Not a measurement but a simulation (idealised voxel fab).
process module | voxel wiring stack
cross-section cut | 185 nm wide | cells 5 nm
A cross-section is a grid of square cells, given in bands from the top down. A band is one or more rows of cells.
Each band's line starts with the height of the band's top and of its bottom, in nm. Then come its materials from left to right, each with its width in nm. One material with "throughout" fills the band from edge to edge. "air" is empty space.
Height 0 is the level under which the wafer as received is all one material. The lowest band goes on downwards, as in "0 down".
A width such as "30 to 40" changes by the same amount from each row of cells to the next, from the band's top row to its bottom row.
"no change" after a step means that no cell of the cross-section changed.
closed voids: empty space of 8 cells or more with no open way to the top, each as width x height at its distance from the left edge, in nm
after a step's settings: what the simulator itself notes on the step
overlay nm, on a step with a mask: how far to the right of its planned place the mask lay; to the left if negative
plan
1 op RECEIVE | material Si
2 op CONFORMAL_DEP | material SiO2 | thk nm 15
3 op DIRECTIONAL_DEP | material TiN | thk nm 5
4 op DIRECTIONAL_DEP | material W | thk nm 25
5 op DIRECTIONAL_DEP | material aC | thk nm 10
6 op PATTERN | tone cover | mask id METAL_1 | material resist | width nm 25 | pitch nm 55 | thk nm 30 | overlay nm 0
7 op DIRECTIONAL_ETCH | etch materials aC | depth nm 10
8 op STRIP | etch materials resist
9 op DIRECTIONAL_ETCH | etch materials W | depth nm 25
10 op DIRECTIONAL_ETCH | etch materials TiN | depth nm 5
11 op STRIP | etch materials aC
12 op CONFORMAL_DEP | material SiN | thk nm 5
13 op FILL_DEP | material lowk | thk nm 5
14 op CMP | height nm 45
15 op CONFORMAL_DEP | material SiCN | thk nm 5
16 op DIRECTIONAL_DEP | material lowk | thk nm 20
17 op DIRECTIONAL_DEP | material aC | thk nm 10
18 op PATTERN | tone open | mask id PLUG_1 | material resist | width nm 15 | pitch nm 110 | thk nm 25 | overlay nm 0
19 op DIRECTIONAL_ETCH | etch materials aC | depth nm 10
20 op STRIP | etch materials resist
21 op DIRECTIONAL_ETCH | etch materials lowk | depth nm 20
22 op DIRECTIONAL_ETCH | etch materials SiCN | depth nm 5
23 op STRIP | etch materials aC
24 op CONFORMAL_DEP | material TiN | thk nm 5
25 op FILL_DEP | material W | thk nm 5
26 op CMP | height nm 70
27 op CONFORMAL_DEP | material SiN | thk nm 5
28 op DIRECTIONAL_DEP | material lowk | thk nm 15
29 op MASKED_ETCH | tone open | mask id METAL_2 | width nm 25 | pitch nm 55 | etch materials lowk | depth nm 15 | overlay nm 0
30 op MASKED_ETCH | tone open | mask id METAL_2 | width nm 25 | pitch nm 55 | etch materials SiN | depth nm 5 | overlay nm 0
31 op CONFORMAL_DEP | material TiN | thk nm 5
32 op FILL_DEP | material Cu | thk nm 10
33 op CMP | height nm 90
34 op EPI | material Ru | thk nm 5
35 op FILL_DEP | material SiCN | thk nm 5
36 op DIRECTIONAL_DEP | material lowk | thk nm 10
37 op PATTERN | tone open | mask id PLUG_2 | material resist | width nm 15 | pitch nm 55 | thk nm 15 | overlay nm 0
38 op DIRECTIONAL_ETCH | etch materials lowk | depth nm 10
39 op DIRECTIONAL_ETCH | etch materials SiCN | depth nm 5
40 op STRIP | etch materials resist
41 op CONFORMAL_DEP | material TiN | thk nm 5
42 op FILL_DEP | material W | thk nm 10
43 op CMP | height nm 110
44 op CONFORMAL_DEP | material SiCN | thk nm 5
45 op DIRECTIONAL_DEP | material lowk | thk nm 15
46 op MASKED_ETCH | tone open | mask id METAL_3 | width nm 25 | pitch nm 55 | etch materials lowk | depth nm 15 | overlay nm 0
47 op MASKED_ETCH | tone open | mask id METAL_3 | width nm 25 | pitch nm 55 | etch materials SiCN | depth nm 5 | overlay nm 0
48 op CONFORMAL_DEP | material TiN | thk nm 5
49 op FILL_DEP | material Ru | thk nm 10
50 op CMP | height nm 130
51 op EPI | material Ru | thk nm 5
52 op FILL_DEP | material SiCN | thk nm 5
first wafer, as planned
as received, after step 1
  0 down: Si throughout
  closed voids: none
after step 2
  15 to 0: SiO2 throughout
  below 0: unchanged
after step 3
  20 to 15: TiN throughout
  below 15: unchanged
after step 4
  45 to 20: W throughout
  below 20: unchanged
after step 5
  55 to 45: aC throughout
  below 45: unchanged
after step 6
  85 to 55: air 25 | resist 25 | air 30 | resist 25 | air 30 | resist 25 | air 25
  below 55: unchanged
after step 7
  75 to 55: air 25 | resist 25 | air 30 | resist 25 | air 30 | resist 25 | air 25
  55 to 45: air 25 | aC 25 | air 30 | aC 25 | air 30 | aC 25 | air 25
  below 45: unchanged
after step 8
  55 to 45: air 25 | aC 25 | air 30 | aC 25 | air 30 | aC 25 | air 25
  below 45: unchanged
after step 9
  55 to 45: air 25 | aC 25 | air 30 | aC 25 | air 30 | aC 25 | air 25
  45 to 20: air 25 | W 25 | air 30 | W 25 | air 30 | W 25 | air 25
  below 20: unchanged
after step 10
  55 to 45: air 25 | aC 25 | air 30 | aC 25 | air 30 | aC 25 | air 25
  45 to 20: air 25 | W 25 | air 30 | W 25 | air 30 | W 25 | air 25
  20 to 15: air 25 | TiN 25 | air 30 | TiN 25 | air 30 | TiN 25 | air 25
  below 15: unchanged
after step 11
  45 to 20: air 25 | W 25 | air 30 | W 25 | air 30 | W 25 | air 25
  below 20: unchanged
after step 12
  50 to 45: air 20 | SiN 35 | air 20 | SiN 35 | air 20 | SiN 35 | air 20
  45 to 20: air 20 | SiN 5 | W 25 | SiN 5 | air 20 | SiN 5 | W 25 | SiN 5 | air 20 | SiN 5 | W 25 | SiN 5 | air 20
  20 to 15: SiN 25 | TiN 25 | SiN 30 | TiN 25 | SiN 30 | TiN 25 | SiN 25
  below 15: unchanged
after step 13
  55 to 50: lowk throughout
  50 to 45: lowk 20 | SiN 35 | lowk 20 | SiN 35 | lowk 20 | SiN 35 | lowk 20
  45 to 20: lowk 20 | SiN 5 | W 25 | SiN 5 | lowk 20 | SiN 5 | W 25 | SiN 5 | lowk 20 | SiN 5 | W 25 | SiN 5 | lowk 20
  below 20: unchanged
after step 14
  45 to 20: lowk 20 | SiN 5 | W 25 | SiN 5 | lowk 20 | SiN 5 | W 25 | SiN 5 | lowk 20 | SiN 5 | W 25 | SiN 5 | lowk 20
  below 20: unchanged
after step 15
  50 to 45: SiCN throughout
  below 45: unchanged
after step 16
  70 to 50: lowk throughout
  below 50: unchanged
after step 17
  80 to 70: aC throughout
  below 70: unchanged
after step 18
  105 to 80: resist 25 | air 15 | resist 95 | air 15 | resist 35
  below 80: unchanged
after step 19
  95 to 80: resist 25 | air 15 | resist 95 | air 15 | resist 35
  80 to 70: aC 25 | air 15 | aC 95 | air 15 | aC 35
  below 70: unchanged
after step 20
  80 to 70: aC 25 | air 15 | aC 95 | air 15 | aC 35
  below 70: unchanged
after step 21
  80 to 70: aC 25 | air 15 | aC 95 | air 15 | aC 35
  70 to 50: lowk 25 | air 15 | lowk 95 | air 15 | lowk 35
  below 50: unchanged
after step 22
  80 to 70: aC 25 | air 15 | aC 95 | air 15 | aC 35
  70 to 50: lowk 25 | air 15 | lowk 95 | air 15 | lowk 35
  50 to 45: SiCN 25 | air 15 | SiCN 95 | air 15 | SiCN 35
  below 45: unchanged
after step 23
  70 to 50: lowk 25 | air 15 | lowk 95 | air 15 | lowk 35
  below 50: unchanged
after step 24
  75 to 70: TiN 30 | air 5 | TiN 105 | air 5 | TiN 40
  70 to 50: lowk 25 | TiN 5 | air 5 | TiN 5 | lowk 95 | TiN 5 | air 5 | TiN 5 | lowk 35
  50 to 45: SiCN 25 | TiN 15 | SiCN 95 | TiN 15 | SiCN 35
  below 45: unchanged
after step 25
  80 to 75: W throughout
  75 to 70: TiN 30 | W 5 | TiN 105 | W 5 | TiN 40
  70 to 50: lowk 25 | TiN 5 | W 5 | TiN 5 | lowk 95 | TiN 5 | W 5 | TiN 5 | lowk 35
  below 50: unchanged
after step 26
  70 to 50: lowk 25 | TiN 5 | W 5 | TiN 5 | lowk 95 | TiN 5 | W 5 | TiN 5 | lowk 35
  below 50: unchanged
after step 27
  75 to 70: SiN throughout
  below 70: unchanged
after step 28
  90 to 75: lowk throughout
  below 75: unchanged
after step 29
  90 to 75: lowk 25 | air 25 | lowk 30 | air 25 | lowk 30 | air 25 | lowk 25
  below 75: unchanged
after step 30
  90 to 75: lowk 25 | air 25 | lowk 30 | air 25 | lowk 30 | air 25 | lowk 25
  75 to 70: SiN 25 | air 25 | SiN 30 | air 25 | SiN 30 | air 25 | SiN 25
  below 70: unchanged
after step 31
  95 to 90: TiN 30 | air 15 | TiN 40 | air 15 | TiN 40 | air 15 | TiN 30
  90 to 75: lowk 25 | TiN 5 | air 15 | TiN 5 | lowk 30 | TiN 5 | air 15 | TiN 5 | lowk 30 | TiN 5 | air 15 | TiN 5 | lowk 25
  75 to 70: SiN 25 | TiN 25 | SiN 30 | TiN 25 | SiN 30 | TiN 25 | SiN 25
  below 70: unchanged
after step 32
  105 to 95: Cu throughout
  95 to 90: TiN 30 | Cu 15 | TiN 40 | Cu 15 | TiN 40 | Cu 15 | TiN 30
  90 to 75: lowk 25 | TiN 5 | Cu 15 | TiN 5 | lowk 30 | TiN 5 | Cu 15 | TiN 5 | lowk 30 | TiN 5 | Cu 15 | TiN 5 | lowk 25
  below 75: unchanged
after step 33
  90 to 75: lowk 25 | TiN 5 | Cu 15 | TiN 5 | lowk 30 | TiN 5 | Cu 15 | TiN 5 | lowk 30 | TiN 5 | Cu 15 | TiN 5 | lowk 25
  below 75: unchanged
after step 34
  95 to 90: air 20 | Ru 35 | air 20 | Ru 35 | air 20 | Ru 35 | air 20
  below 90: unchanged
after step 35
  100 to 95: SiCN throughout
  95 to 90: SiCN 20 | Ru 35 | SiCN 20 | Ru 35 | SiCN 20 | Ru 35 | SiCN 20
  below 90: unchanged
after step 36
  110 to 100: lowk throughout
  below 100: unchanged
after step 37
  125 to 110: resist 25 | air 15 | resist 40 | air 15 | resist 40 | air 15 | resist 35
  below 110: unchanged
after step 38
  125 to 110: resist 25 | air 15 | resist 40 | air 15 | resist 40 | air 15 | resist 35
  110 to 100: lowk 25 | air 15 | lowk 40 | air 15 | lowk 40 | air 15 | lowk 35
  below 100: unchanged
after step 39
  125 to 110: resist 25 | air 15 | resist 40 | air 15 | resist 40 | air 15 | resist 35
  110 to 100: lowk 25 | air 15 | lowk 40 | air 15 | lowk 40 | air 15 | lowk 35
  100 to 95: SiCN 25 | air 15 | SiCN 40 | air 15 | SiCN 40 | air 15 | SiCN 35
  below 95: unchanged
after step 40
  110 to 100: lowk 25 | air 15 | lowk 40 | air 15 | lowk 40 | air 15 | lowk 35
  below 100: unchanged
after step 41
  115 to 110: TiN 30 | air 5 | TiN 50 | air 5 | TiN 50 | air 5 | TiN 40
  110 to 100: lowk 25 | TiN 5 | air 5 | TiN 5 | lowk 40 | TiN 5 | air 5 | TiN 5 | lowk 40 | TiN 5 | air 5 | TiN 5 | lowk 35
  100 to 95: SiCN 25 | TiN 15 | SiCN 40 | TiN 15 | SiCN 40 | TiN 15 | SiCN 35
  below 95: unchanged
after step 42
  125 to 115: W throughout
  115 to 110: TiN 30 | W 5 | TiN 50 | W 5 | TiN 50 | W 5 | TiN 40
  110 to 100: lowk 25 | TiN 5 | W 5 | TiN 5 | lowk 40 | TiN 5 | W 5 | TiN 5 | lowk 40 | TiN 5 | W 5 | TiN 5 | lowk 35
  below 100: unchanged
after step 43
  110 to 100: lowk 25 | TiN 5 | W 5 | TiN 5 | lowk 40 | TiN 5 | W 5 | TiN 5 | lowk 40 | TiN 5 | W 5 | TiN 5 | lowk 35
  below 100: unchanged
after step 44
  115 to 110: SiCN throughout
  below 110: unchanged
after step 45
  130 to 115: lowk throughout
  below 115: unchanged
after step 46
  130 to 115: lowk 25 | air 25 | lowk 30 | air 25 | lowk 30 | air 25 | lowk 25
  below 115: unchanged
after step 47
  130 to 115: lowk 25 | air 25 | lowk 30 | air 25 | lowk 30 | air 25 | lowk 25
  115 to 110: SiCN 25 | air 25 | SiCN 30 | air 25 | SiCN 30 | air 25 | SiCN 25
  below 110: unchanged
after step 48
  135 to 130: TiN 30 | air 15 | TiN 40 | air 15 | TiN 40 | air 15 | TiN 30
  130 to 115: lowk 25 | TiN 5 | air 15 | TiN 5 | lowk 30 | TiN 5 | air 15 | TiN 5 | lowk 30 | TiN 5 | air 15 | TiN 5 | lowk 25
  115 to 110: SiCN 25 | TiN 25 | SiCN 30 | TiN 25 | SiCN 30 | TiN 25 | SiCN 25
  below 110: unchanged
after step 49
  145 to 135: Ru throughout
  135 to 130: TiN 30 | Ru 15 | TiN 40 | Ru 15 | TiN 40 | Ru 15 | TiN 30
  130 to 115: lowk 25 | TiN 5 | Ru 15 | TiN 5 | lowk 30 | TiN 5 | Ru 15 | TiN 5 | lowk 30 | TiN 5 | Ru 15 | TiN 5 | lowk 25
  below 115: unchanged
after step 50
  130 to 115: lowk 25 | TiN 5 | Ru 15 | TiN 5 | lowk 30 | TiN 5 | Ru 15 | TiN 5 | lowk 30 | TiN 5 | Ru 15 | TiN 5 | lowk 25
  below 115: unchanged
after step 51
  135 to 130: air 20 | Ru 35 | air 20 | Ru 35 | air 20 | Ru 35 | air 20
  below 130: unchanged
after step 52
  140 to 135: SiCN throughout
  135 to 130: SiCN 20 | Ru 35 | SiCN 20 | Ru 35 | SiCN 20 | Ru 35 | SiCN 20
  below 130: unchanged
second wafer: like start, like plan, one mistake. Through step 5 it matches the first wafer
when step 6 should have ended
  85 to 55: air 25 | resist 30 | air 25 | resist 30 | air 25 | resist 30 | air 20
  below 55: unchanged
when step 7 should have ended
  75 to 55: air 25 | resist 30 | air 25 | resist 30 | air 25 | resist 30 | air 20
  55 to 45: air 25 | aC 30 | air 25 | aC 30 | air 25 | aC 30 | air 20
  below 45: unchanged
when step 8 should have ended
  55 to 45: air 25 | aC 30 | air 25 | aC 30 | air 25 | aC 30 | air 20
  below 45: unchanged
when step 9 should have ended
  55 to 45: air 25 | aC 30 | air 25 | aC 30 | air 25 | aC 30 | air 20
  45 to 20: air 25 | W 30 | air 25 | W 30 | air 25 | W 30 | air 20
  below 20: unchanged
when step 10 should have ended
  55 to 45: air 25 | aC 30 | air 25 | aC 30 | air 25 | aC 30 | air 20
  45 to 20: air 25 | W 30 | air 25 | W 30 | air 25 | W 30 | air 20
  20 to 15: air 25 | TiN 30 | air 25 | TiN 30 | air 25 | TiN 30 | air 20
  below 15: unchanged
when step 11 should have ended
  45 to 20: air 25 | W 30 | air 25 | W 30 | air 25 | W 30 | air 20
  below 20: unchanged
when step 12 should have ended
  50 to 45: air 20 | SiN 40 | air 15 | SiN 40 | air 15 | SiN 40 | air 15
  45 to 20: air 20 | SiN 5 | W 30 | SiN 5 | air 15 | SiN 5 | W 30 | SiN 5 | air 15 | SiN 5 | W 30 | SiN 5 | air 15
  20 to 15: SiN 25 | TiN 30 | SiN 25 | TiN 30 | SiN 25 | TiN 30 | SiN 20
  below 15: unchanged
when step 13 should have ended
  55 to 50: lowk throughout
  50 to 45: lowk 20 | SiN 40 | lowk 15 | SiN 40 | lowk 15 | SiN 40 | lowk 15
  45 to 20: lowk 20 | SiN 5 | W 30 | SiN 5 | lowk 15 | SiN 5 | W 30 | SiN 5 | lowk 15 | SiN 5 | W 30 | SiN 5 | lowk 15
  below 20: unchanged
when step 14 should have ended
  45 to 20: lowk 20 | SiN 5 | W 30 | SiN 5 | lowk 15 | SiN 5 | W 30 | SiN 5 | lowk 15 | SiN 5 | W 30 | SiN 5 | lowk 15
  below 20: unchanged
when step 15 should have ended
  50 to 45: SiCN throughout
  below 45: unchanged
when step 16 should have ended
  70 to 50: lowk throughout
  below 50: unchanged
when step 17 should have ended
  80 to 70: aC throughout
  below 70: unchanged
when step 18 should have ended
  105 to 80: resist 25 | air 15 | resist 95 | air 15 | resist 35
  below 80: unchanged
when step 19 should have ended
  95 to 80: resist 25 | air 15 | resist 95 | air 15 | resist 35
  80 to 70: aC 25 | air 15 | aC 95 | air 15 | aC 35
  below 70: unchanged
when step 20 should have ended
  80 to 70: aC 25 | air 15 | aC 95 | air 15 | aC 35
  below 70: unchanged
when step 21 should have ended
  80 to 70: aC 25 | air 15 | aC 95 | air 15 | aC 35
  70 to 50: lowk 25 | air 15 | lowk 95 | air 15 | lowk 35
  below 50: unchanged
when step 22 should have ended
  80 to 70: aC 25 | air 15 | aC 95 | air 15 | aC 35
  70 to 50: lowk 25 | air 15 | lowk 95 | air 15 | lowk 35
  50 to 45: SiCN 25 | air 15 | SiCN 95 | air 15 | SiCN 35
  below 45: unchanged
when step 23 should have ended
  70 to 50: lowk 25 | air 15 | lowk 95 | air 15 | lowk 35
  below 50: unchanged
when step 24 should have ended
  75 to 70: TiN 30 | air 5 | TiN 105 | air 5 | TiN 40
  70 to 50: lowk 25 | TiN 5 | air 5 | TiN 5 | lowk 95 | TiN 5 | air 5 | TiN 5 | lowk 35
  50 to 45: SiCN 25 | TiN 15 | SiCN 95 | TiN 15 | SiCN 35
  below 45: unchanged
when step 25 should have ended
  80 to 75: W throughout
  75 to 70: TiN 30 | W 5 | TiN 105 | W 5 | TiN 40
  70 to 50: lowk 25 | TiN 5 | W 5 | TiN 5 | lowk 95 | TiN 5 | W 5 | TiN 5 | lowk 35
  below 50: unchanged
when step 26 should have ended
  70 to 50: lowk 25 | TiN 5 | W 5 | TiN 5 | lowk 95 | TiN 5 | W 5 | TiN 5 | lowk 35
  below 50: unchanged
when step 27 should have ended
  75 to 70: SiN throughout
  below 70: unchanged
when step 28 should have ended
  90 to 75: lowk throughout
  below 75: unchanged
when step 29 should have ended
  90 to 75: lowk 25 | air 25 | lowk 30 | air 25 | lowk 30 | air 25 | lowk 25
  below 75: unchanged
when step 30 should have ended
  90 to 75: lowk 25 | air 25 | lowk 30 | air 25 | lowk 30 | air 25 | lowk 25
  75 to 70: SiN 25 | air 25 | SiN 30 | air 25 | SiN 30 | air 25 | SiN 25
  below 70: unchanged
when step 31 should have ended
  95 to 90: TiN 30 | air 15 | TiN 40 | air 15 | TiN 40 | air 15 | TiN 30
  90 to 75: lowk 25 | TiN 5 | air 15 | TiN 5 | lowk 30 | TiN 5 | air 15 | TiN 5 | lowk 30 | TiN 5 | air 15 | TiN 5 | lowk 25
  75 to 70: SiN 25 | TiN 25 | SiN 30 | TiN 25 | SiN 30 | TiN 25 | SiN 25
  below 70: unchanged
when step 32 should have ended
  105 to 95: Cu throughout
  95 to 90: TiN 30 | Cu 15 | TiN 40 | Cu 15 | TiN 40 | Cu 15 | TiN 30
  90 to 75: lowk 25 | TiN 5 | Cu 15 | TiN 5 | lowk 30 | TiN 5 | Cu 15 | TiN 5 | lowk 30 | TiN 5 | Cu 15 | TiN 5 | lowk 25
  below 75: unchanged
when step 33 should have ended
  90 to 75: lowk 25 | TiN 5 | Cu 15 | TiN 5 | lowk 30 | TiN 5 | Cu 15 | TiN 5 | lowk 30 | TiN 5 | Cu 15 | TiN 5 | lowk 25
  below 75: unchanged
when step 34 should have ended
  95 to 90: air 20 | Ru 35 | air 20 | Ru 35 | air 20 | Ru 35 | air 20
  below 90: unchanged
when step 35 should have ended
  100 to 95: SiCN throughout
  95 to 90: SiCN 20 | Ru 35 | SiCN 20 | Ru 35 | SiCN 20 | Ru 35 | SiCN 20
  below 90: unchanged
when step 36 should have ended
  110 to 100: lowk throughout
  below 100: unchanged
when step 37 should have ended
  125 to 110: resist 25 | air 15 | resist 40 | air 15 | resist 40 | air 15 | resist 35
  below 110: unchanged
when step 38 should have ended
  125 to 110: resist 25 | air 15 | resist 40 | air 15 | resist 40 | air 15 | resist 35
  110 to 100: lowk 25 | air 15 | lowk 40 | air 15 | lowk 40 | air 15 | lowk 35
  below 100: unchanged
when step 39 should have ended
  125 to 110: resist 25 | air 15 | resist 40 | air 15 | resist 40 | air 15 | resist 35
  110 to 100: lowk 25 | air 15 | lowk 40 | air 15 | lowk 40 | air 15 | lowk 35
  100 to 95: SiCN 25 | air 15 | SiCN 40 | air 15 | SiCN 40 | air 15 | SiCN 35
  below 95: unchanged
when step 40 should have ended
  110 to 100: lowk 25 | air 15 | lowk 40 | air 15 | lowk 40 | air 15 | lowk 35
  below 100: unchanged
when step 41 should have ended
  115 to 110: TiN 30 | air 5 | TiN 50 | air 5 | TiN 50 | air 5 | TiN 40
  110 to 100: lowk 25 | TiN 5 | air 5 | TiN 5 | lowk 40 | TiN 5 | air 5 | TiN 5 | lowk 40 | TiN 5 | air 5 | TiN 5 | lowk 35
  100 to 95: SiCN 25 | TiN 15 | SiCN 40 | TiN 15 | SiCN 40 | TiN 15 | SiCN 35
  below 95: unchanged
when step 42 should have ended
  125 to 115: W throughout
  115 to 110: TiN 30 | W 5 | TiN 50 | W 5 | TiN 50 | W 5 | TiN 40
  110 to 100: lowk 25 | TiN 5 | W 5 | TiN 5 | lowk 40 | TiN 5 | W 5 | TiN 5 | lowk 40 | TiN 5 | W 5 | TiN 5 | lowk 35
  below 100: unchanged
when step 43 should have ended
  110 to 100: lowk 25 | TiN 5 | W 5 | TiN 5 | lowk 40 | TiN 5 | W 5 | TiN 5 | lowk 40 | TiN 5 | W 5 | TiN 5 | lowk 35
  below 100: unchanged
when step 44 should have ended
  115 to 110: SiCN throughout
  below 110: unchanged
when step 45 should have ended
  130 to 115: lowk throughout
  below 115: unchanged
when step 46 should have ended
  130 to 115: lowk 25 | air 25 | lowk 30 | air 25 | lowk 30 | air 25 | lowk 25
  below 115: unchanged
when step 47 should have ended
  130 to 115: lowk 25 | air 25 | lowk 30 | air 25 | lowk 30 | air 25 | lowk 25
  115 to 110: SiCN 25 | air 25 | SiCN 30 | air 25 | SiCN 30 | air 25 | SiCN 25
  below 110: unchanged
when step 48 should have ended
  135 to 130: TiN 30 | air 15 | TiN 40 | air 15 | TiN 40 | air 15 | TiN 30
  130 to 115: lowk 25 | TiN 5 | air 15 | TiN 5 | lowk 30 | TiN 5 | air 15 | TiN 5 | lowk 30 | TiN 5 | air 15 | TiN 5 | lowk 25
  115 to 110: SiCN 25 | TiN 25 | SiCN 30 | TiN 25 | SiCN 30 | TiN 25 | SiCN 25
  below 110: unchanged
when step 49 should have ended
  145 to 135: Ru throughout
  135 to 130: TiN 30 | Ru 15 | TiN 40 | Ru 15 | TiN 40 | Ru 15 | TiN 30
  130 to 115: lowk 25 | TiN 5 | Ru 15 | TiN 5 | lowk 30 | TiN 5 | Ru 15 | TiN 5 | lowk 30 | TiN 5 | Ru 15 | TiN 5 | lowk 25
  below 115: unchanged
when step 50 should have ended
  130 to 115: lowk 25 | TiN 5 | Ru 15 | TiN 5 | lowk 30 | TiN 5 | Ru 15 | TiN 5 | lowk 30 | TiN 5 | Ru 15 | TiN 5 | lowk 25
  below 115: unchanged
when step 51 should have ended
  135 to 130: air 20 | Ru 35 | air 20 | Ru 35 | air 20 | Ru 35 | air 20
  below 130: unchanged
when step 52 should have ended
  140 to 135: SiCN throughout
  135 to 130: SiCN 20 | Ru 35 | SiCN 20 | Ru 35 | SiCN 20 | Ru 35 | SiCN 20
  below 130: unchanged
what went wrong: step 6 ran as: op PATTERN | tone cover | mask id METAL_1 | material resist | width nm 30 | pitch nm 55 | thk nm 30 | overlay nm 0
at the end the second wafer has, in cells: 3 fewer of SiN | 3 more of TiN | 15 more of W | 15 fewer of lowk
